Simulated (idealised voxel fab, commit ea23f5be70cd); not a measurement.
You're looking at the process module voxel released beams.
Cross-sectional view cut (width: 270 nm; square cell size: 5 nm).
Each cross-section below is a grid of square cells, stated as bands in top-down order, with one or more rows of cells making up each band.
Look at the band entry: it leads with the top's height and the bottom's height in nm. Then it lists the materials left to right, with a width in nm for each. The word "edge to edge" on a single material says that material fills the band edge to edge. The word "empty" is empty space.
Heights from 0 (as-received wafer is one material below). Bottom band endless downward, as "0 nm and below".
A width given as "30->40" starts at the first number in the band's top row and ends at the second number in its bottom row, shifting by an equal amount at every step from row to row.
Step marked "nothing was modified"? Then no cell in the cross-section changed in it.
Reported under the label "Entrapped voids" are the empty spaces having no open way to the top and comprising 8 cells or more; the notation for each is width x height at distance, in which the distance is measured from the left edge and all three values are in nm.
Past the settings on a step's line: simulator remark, on that step.
overlay nm: step with mask; distance mask lay right of planned place; negative value = left of planned place.
**Listed below are the process steps as planned**
step 1: RECEIVE,material Si
step 2: CONFORMAL_DEP,material Al2O3,thk nm 5
step 3: DIRECTIONAL_DEP,material SiO2,thk nm 15
step 4: DIRECTIONAL_DEP,material aC,thk nm 10
step 5: PATTERN,tone open,mask id ANCHOR,material resist,width nm 35,thk nm 30,overlay nm 0
step 6: DIRECTIONAL_ETCH,etch materials aC,depth nm 10
step 7: STRIP,etch materials resist
step 8: DIRECTIONAL_ETCH,etch materials SiO2,depth nm 15
step 9: STRIP,etch materials aC
step 10: CONFORMAL_DEP,material SiN,thk nm 10
step 11: DIRECTIONAL_DEP,material aC,thk nm 10
step 12: PATTERN,tone cover,mask id BEAM,material resist,width nm 105,thk nm 25,overlay nm 0
step 13: DIRECTIONAL_ETCH,etch materials aC,depth nm 10
step 14: STRIP,etch materials resist
step 15: DIRECTIONAL_ETCH,etch materials SiN,depth nm 10
step 16: STRIP,etch materials aC
step 17: STRIP,etch materials SiO2
**As-received wafer cross-section (after step 1)**
> 0 nm and below | Si edge to edge
> Entrapped voids: none
**first wafer at the end, as planned**
> 30 nm to 20 nm | empty=80  SiN=15  empty=15  SiN=75  empty=85
> 20 nm to 15 nm | empty=85  SiN=10  empty=15  SiN=10  empty=150
> 15 nm to 5 nm | empty=85  SiN=35  empty=150
> 5 nm to 0 nm | Al2O3 edge to edge
> 0 nm and below | Si edge to edge
> Entrapped voids: none
**Here is the second of the two wafers cut open at the end of the module - same start, same plan as the first one, but we made one mistake running it**
> 30 nm to 20 nm | empty=80  SiN=20  empty=10  SiN=75  empty=85
> 20 nm to 15 nm | empty=90  SiN=10  empty=10  SiN=10  empty=150
> 15 nm to 5 nm | empty=90  SiN=30  empty=150
> 5 nm to 0 nm | Al2O3 edge to edge
> 0 nm and below | Si edge to edge
> Entrapped voids: none
What went wrong in running the wafer? step 5 ran as: PATTERN,tone open,mask id ANCHOR,material resist,width nm 30,thk nm 30,overlay nm 0
At the close, every material occupies the same number of cells on the second wafer as on the first, only in different positions.
